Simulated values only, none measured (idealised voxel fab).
Process module in this document: voxel capacitor over wiring
270 nm wide, 5 nm square cells: that's cross-section cut.
Cross-sections here: square-cell grids, written as top-down lists of bands, a band being one or more rows of cells. First you get the band's top height and its bottom height, in nm, and then the materials it's made of, left to right, with each width in nm. If you see a single material with "full width", that one covers the band edge to edge. "blank" is empty space. A quick word on heights: they are counted from 0, and under that level the wafer as it came to us is one material throughout. The lowest band is different from the rest in having no bottom; it simply continues downward, written as in "0..down". Think of "30 to 40" as a width that walks from the first number to the second as you go down the band, top row to bottom row, taking equal-sized steps from row to row. No cell of the cross-section changed in a step that is given as "left unchanged". Entry "Catalogued sealed voids". Content: empty spaces with no open connection to the top, size 8 cells or greater. Each: width x height at distance. Distance: from left edge. Unit: nm. Anything after a step's settings on that line? It's the simulator's own note about the step. overlay nm, on a step with a mask: how far to the right of its planned place the mask lay; to the left if negative.

### Set out below are the planned steps of the process
1) RECEIVE with material Si
2) CONFORMAL_DEP with material SiO2, thk nm 15
3) CONFORMAL_DEP with material SiCN, thk nm 5
4) DIRECTIONAL_DEP with material SiO2, thk nm 20
5) PATTERN with tone open, mask id METAL_1, material resist, width nm 30, pitch nm 80, thk nm 20, overlay nm 0
6) DIRECTIONAL_ETCH with etch materials SiO2, depth nm 20
7) DIRECTIONAL_ETCH with etch materials SiCN, depth nm 5
8) STRIP with etch materials resist
9) CONFORMAL_DEP with material TiN, thk nm 5
10) FILL_DEP with material Cu, thk nm 5
11) CMP with height nm 40
12) EPI with material Ru, thk nm 5
13) FILL_DEP with material SiCN, thk nm 5
14) DIRECTIONAL_DEP with material lowk, thk nm 20
15) PATTERN with tone open, mask id PLUG_1, material resist, width nm 15, thk nm 15, overlay nm 0
16) DIRECTIONAL_ETCH with etch materials lowk, depth nm 20
17) DIRECTIONAL_ETCH with etch materials SiCN, depth nm 5
18) STRIP with etch materials resist
19) EPI with material Ru, thk nm 10
20) EPI with material Ru, thk nm 10
21) EPI with material Ru, thk nm 5
22) DIRECTIONAL_DEP with material TiN, thk nm 5
23) DIRECTIONAL_DEP with material Al2O3, thk nm 5
24) DIRECTIONAL_DEP with material TiN, thk nm 10
25) DIRECTIONAL_DEP with material aC, thk nm 15
26) PATTERN with tone cover, mask id UPPER_PLATE, material resist, width nm 55, thk nm 35, overlay nm 0
27) DIRECTIONAL_ETCH with etch materials aC, depth nm 15
28) STRIP with etch materials resist
29) DIRECTIONAL_ETCH with etch materials TiN, depth nm 10
30) DIRECTIONAL_ETCH with etch materials Al2O3, depth nm 5
31) STRIP with etch materials aC
32) MASKED_ETCH with tone cover, mask id LOWER_PLATE, width nm 65, etch materials TiN, depth nm 5, overlay nm 0
33) FILL_DEP with material SiO2, thk nm 20
34) CMP with height nm 105
35) PATTERN with tone open, mask id PLUG_2, material resist, width nm 15, thk nm 15, overlay nm 0
36) DIRECTIONAL_ETCH with etch materials SiO2, depth nm 15
37) STRIP with etch materials resist
38) CONFORMAL_DEP with material TiN, thk nm 5
39) FILL_DEP with material W, thk nm 10
40) CMP with height nm 105
41) CONFORMAL_DEP with material SiN, thk nm 5

### Wafer, first of two, run as planned

### as received, after step 1
> 0..down | Si full width
> Catalogued sealed voids: none

### Cross-section of the wafer after step 2
> 15..0 | SiO2 full width
> Under 0: no change, same as before.

### Cross-section of the wafer after step 3
> 20..15 | SiCN full width
> Under 15: no change, same as before.

### Cross-section of the wafer after step 4
> 40..20 | SiO2 full width
> Under 20: no change, same as before.

### Cross-section of the wafer after step 5
> 60..40 | resist 80 nm; blank 30 nm; resist 50 nm; blank 30 nm; resist 80 nm
> Under 40: no change, same as before.

### Cross-section of the wafer after step 6
> 60..40 | resist 80 nm; blank 30 nm; resist 50 nm; blank 30 nm; resist 80 nm
> 40..20 | SiO2 80 nm; blank 30 nm; SiO2 50 nm; blank 30 nm; SiO2 80 nm
> Under 20: no change, same as before.

### Cross-section of the wafer after step 7
> 60..40 | resist 80 nm; blank 30 nm; resist 50 nm; blank 30 nm; resist 80 nm
> 40..20 | SiO2 80 nm; blank 30 nm; SiO2 50 nm; blank 30 nm; SiO2 80 nm
> 20..15 | SiCN 80 nm; blank 30 nm; SiCN 50 nm; blank 30 nm; SiCN 80 nm
> Under 15: no change, same as before.

### Cross-section of the wafer after step 8
> 40..20 | SiO2 80 nm; blank 30 nm; SiO2 50 nm; blank 30 nm; SiO2 80 nm
> Under 20: no change, same as before.

### Cross-section of the wafer after step 9
> 45..40 | TiN 85 nm; blank 20 nm; TiN 60 nm; blank 20 nm; TiN 85 nm
> 40..20 | SiO2 80 nm; TiN 5 nm; blank 20 nm; TiN 5 nm; SiO2 50 nm; TiN 5 nm; blank 20 nm; TiN 5 nm; SiO2 80 nm
> 20..15 | SiCN 80 nm; TiN 30 nm; SiCN 50 nm; TiN 30 nm; SiCN 80 nm
> Under 15: no change, same as before.

### Cross-section of the wafer after step 10
> 50..45 | Cu full width
> 45..40 | TiN 85 nm; Cu 20 nm; TiN 60 nm; Cu 20 nm; TiN 85 nm
> 40..20 | SiO2 80 nm; TiN 5 nm; Cu 20 nm; TiN 5 nm; SiO2 50 nm; TiN 5 nm; Cu 20 nm; TiN 5 nm; SiO2 80 nm
> Under 20: no change, same as before.

### Cross-section of the wafer after step 11
> 40..20 | SiO2 80 nm; TiN 5 nm; Cu 20 nm; TiN 5 nm; SiO2 50 nm; TiN 5 nm; Cu 20 nm; TiN 5 nm; SiO2 80 nm
> Under 20: no change, same as before.

### Cross-section of the wafer after step 12
> 45..40 | blank 75 nm; Ru 40 nm; blank 40 nm; Ru 40 nm; blank 75 nm
> Under 40: no change, same as before.

### Cross-section of the wafer after step 13
> 50..45 | SiCN full width
> 45..40 | SiCN 75 nm; Ru 40 nm; SiCN 40 nm; Ru 40 nm; SiCN 75 nm
> Under 40: no change, same as before.

### Cross-section of the wafer after step 14
> 70..50 | lowk full width
> Under 50: no change, same as before.

### Cross-section of the wafer after step 15
> 85..70 | resist 95 nm; blank 15 nm; resist 160 nm
> Under 70: no change, same as before.

### Cross-section of the wafer after step 16
> 85..70 | resist 95 nm; blank 15 nm; resist 160 nm
> 70..50 | lowk 95 nm; blank 15 nm; lowk 160 nm
> Under 50: no change, same as before.

### Cross-section of the wafer after step 17
> 85..70 | resist 95 nm; blank 15 nm; resist 160 nm
> 70..50 | lowk 95 nm; blank 15 nm; lowk 160 nm
> 50..45 | SiCN 95 nm; blank 15 nm; SiCN 160 nm
> Under 45: no change, same as before.

### Cross-section of the wafer after step 18
> 70..50 | lowk 95 nm; blank 15 nm; lowk 160 nm
> Under 50: no change, same as before.

### Cross-section of the wafer after step 19
> 70..55 | lowk 95 nm; blank 15 nm; lowk 160 nm
> 55..50 | lowk 95 nm; Ru 15 nm; lowk 160 nm
> 50..45 | SiCN 95 nm; Ru 15 nm; SiCN 160 nm
> Under 45: no change, same as before.

### Cross-section of the wafer after step 20
> 70..65 | lowk 95 nm; blank 15 nm; lowk 160 nm
> 65..50 | lowk 95 nm; Ru 15 nm; lowk 160 nm
> Under 50: no change, same as before.

### Cross-section of the wafer after step 21
> 70..50 | lowk 95 nm; Ru 15 nm; lowk 160 nm
> Under 50: no change, same as before.

### Cross-section of the wafer after step 22
> 75..70 | TiN full width
> Under 70: no change, same as before.

### Cross-section of the wafer after step 23
> 80..75 | Al2O3 full width
> Under 75: no change, same as before.

### Cross-section of the wafer after step 24
> 90..80 | TiN full width
> Under 80: no change, same as before.

### Cross-section of the wafer after step 25
> 105..90 | aC full width
> Under 90: no change, same as before.

### Cross-section of the wafer after step 26
> 140..105 | blank 95 nm; resist 55 nm; blank 120 nm
> Under 105: no change, same as before.

### Cross-section of the wafer after step 27
> 125..105 | blank 95 nm; resist 55 nm; blank 120 nm
> 105..90 | blank 95 nm; aC 55 nm; blank 120 nm
> Under 90: no change, same as before.

### Cross-section of the wafer after step 28
> 105..90 | blank 95 nm; aC 55 nm; blank 120 nm
> Under 90: no change, same as before.

### Cross-section of the wafer after step 29
> 105..90 | blank 95 nm; aC 55 nm; blank 120 nm
> 90..80 | blank 95 nm; TiN 55 nm; blank 120 nm
> Under 80: no change, same as before.

### Cross-section of the wafer after step 30
> 105..90 | blank 95 nm; aC 55 nm; blank 120 nm
> 90..80 | blank 95 nm; TiN 55 nm; blank 120 nm
> 80..75 | blank 95 nm; Al2O3 55 nm; blank 120 nm
> Under 75: no change, same as before.

### Cross-section of the wafer after step 31
> 90..80 | blank 95 nm; TiN 55 nm; blank 120 nm
> Under 80: no change, same as before.

### Cross-section of the wafer after step 32
> 90..80 | blank 95 nm; TiN 55 nm; blank 120 nm
> 80..75 | blank 95 nm; Al2O3 55 nm; blank 120 nm
> 75..70 | blank 90 nm; TiN 65 nm; blank 115 nm
> Under 70: no change, same as before.

### Cross-section of the wafer after step 33
> 110..90 | SiO2 full width
> 90..80 | SiO2 95 nm; TiN 55 nm; SiO2 120 nm
> 80..75 | SiO2 95 nm; Al2O3 55 nm; SiO2 120 nm
> 75..70 | SiO2 90 nm; TiN 65 nm; SiO2 115 nm
> Under 70: no change, same as before.

### Cross-section of the wafer after step 34
> 105..90 | SiO2 full width
> Under 90: no change, same as before.

### Cross-section of the wafer after step 35
> 120..105 | resist 105 nm; blank 15 nm; resist 150 nm
> Under 105: no change, same as before.

### Cross-section of the wafer after step 36
> 120..105 | resist 105 nm; blank 15 nm; resist 150 nm
> 105..90 | SiO2 105 nm; blank 15 nm; SiO2 150 nm
> Under 90: no change, same as before.

### Cross-section of the wafer after step 37
> 105..90 | SiO2 105 nm; blank 15 nm; SiO2 150 nm
> Under 90: no change, same as before.

### Cross-section of the wafer after step 38
> 110..105 | TiN 110 nm; blank 5 nm; TiN 155 nm
> 105..95 | SiO2 105 nm; TiN 5 nm; blank 5 nm; TiN 5 nm; SiO2 150 nm
> 95..90 | SiO2 105 nm; TiN 15 nm; SiO2 150 nm
> Under 90: no change, same as before.

### Cross-section of the wafer after step 39
> 120..110 | W full width
> 110..105 | TiN 110 nm; W 5 nm; TiN 155 nm
> 105..95 | SiO2 105 nm; TiN 5 nm; W 5 nm; TiN 5 nm; SiO2 150 nm
> Under 95: no change, same as before.

### Cross-section of the wafer after step 40
> 105..95 | SiO2 105 nm; TiN 5 nm; W 5 nm; TiN 5 nm; SiO2 150 nm
> Under 95: no change, same as before.

### Cross-section of the wafer after step 41
> 110..105 | SiN full width
> Under 105: no change, same as before.

### Notes, second wafer: start = first wafer's, plan = first wafer's, execution had one mistake; history identical to first through step 34

### X-section, second wafer, when step 35 was due to finish
> 120..105 | resist 100 nm; blank 25 nm; resist 145 nm
> Under 105: no change, same as before.

### X-section, second wafer, when step 36 was due to finish
> 120..105 | resist 100 nm; blank 25 nm; resist 145 nm
> 105..90 | SiO2 100 nm; blank 25 nm; SiO2 145 nm
> Under 90: no change, same as before.

### X-section, second wafer, when step 37 was due to finish
> 105..90 | SiO2 100 nm; blank 25 nm; SiO2 145 nm
> Under 90: no change, same as before.

### X-section, second wafer, when step 38 was due to finish
> 110..105 | TiN 105 nm; blank 15 nm; TiN 150 nm
> 105..95 | SiO2 100 nm; TiN 5 nm; blank 15 nm; TiN 5 nm; SiO2 145 nm
> 95..90 | SiO2 100 nm; TiN 25 nm; SiO2 145 nm
> Under 90: no change, same as before.

### X-section, second wafer, when step 39 was due to finish
> 120..110 | W full width
> 110..105 | TiN 105 nm; W 15 nm; TiN 150 nm
> 105..95 | SiO2 100 nm; TiN 5 nm; W 15 nm; TiN 5 nm; SiO2 145 nm
> Under 95: no change, same as before.

### X-section, second wafer, when step 40 was due to finish
> 105..95 | SiO2 100 nm; TiN 5 nm; W 15 nm; TiN 5 nm; SiO2 145 nm
> Under 95: no change, same as before.

### X-section, second wafer, when step 41 was due to finish
> 110..105 | SiN full width
> Under 105: no change, same as before.
what went wrong: step 35 was processed under conditions differing from the plan, specifically as PATTERN with tone open, mask id PLUG_2, material resist, width nm 25, thk nm 15, overlay nm 0
The second wafer ends with more or fewer cells of some materials than the first, per final count: SiO2: 6 fewer, TiN: 2 more, W: 4 more
